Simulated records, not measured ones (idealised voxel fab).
process module | voxel released beams
cross-section cut | 265 nm wide | cells 5 nm
A cross-section is a grid of square cells, given in bands from the top down. A band is one or more rows of cells.
Each band's line starts with the height of the band's top and of its bottom, in nm. Then come its materials from left to right, each with its width in nm. One material with "throughout" fills the band from edge to edge. "air" is empty space.
Height 0 is the level under which the wafer as received is all one material. The lowest band goes on downwards, as in "0 down".
A width such as "30 to 40" changes by the same amount from each row of cells to the next, from the band's top row to its bottom row.
"no change" after a step means that no cell of the cross-section changed.
closed voids: empty space of 8 cells or more with no open way to the top, each as width x height at its distance from the left edge, in nm
after a step's settings: what the simulator itself notes on the step
overlay nm, on a step with a mask: how far to the right of its planned place the mask lay; to the left if negative
plan
1 op RECEIVE | material Si
2 op CONFORMAL_DEP | material SiN | thk nm 5
3 op DIRECTIONAL_DEP | material SiO2 | thk nm 20
4 op DIRECTIONAL_DEP | material aC | thk nm 10
5 op PATTERN | tone open | mask id ANCHOR | material resist | width nm 25 | thk nm 25 | overlay nm 0
6 op DIRECTIONAL_ETCH | etch materials aC | depth nm 10
7 op STRIP | etch materials resist
8 op DIRECTIONAL_ETCH | etch materials SiO2 | depth nm 20
9 op STRIP | etch materials aC
10 op CONFORMAL_DEP | material W | thk nm 10
11 op MASKED_ETCH | tone cover | mask id BEAM | width nm 95 | etch materials W | depth nm 10 | overlay nm 0
12 op STRIP | etch materials SiO2
as received, after step 1
  0 down: Si throughout
  closed voids: none
first wafer at the end, as planned
  35 to 25: air 80 | W 15 | air 5 | W 75 | air 90
  25 to 15: air 85 | W 10 | air 5 | W 10 | air 155
  15 to 5: air 85 | W 25 | air 155
  5 to 0: SiN throughout
  0 down: Si throughout
  closed voids: none
second wafer at the end: like start, like plan, one mistake
  35 to 25: air 80 | W 40 | air 145
  25 to 15: air 75 | W 10 | SiO2 25 | W 10 | air 145
  15 to 5: air 75 | W 10 | SiO2 25 | W 65 | air 90
  5 to 0: SiN throughout
  0 down: Si throughout
  closed voids: none
what went wrong: step 5 ran as: op PATTERN | tone cover | mask id ANCHOR | material resist | width nm 25 | thk nm 25 | overlay nm 0
at the end the second wafer has, in cells: 20 more of SiO2
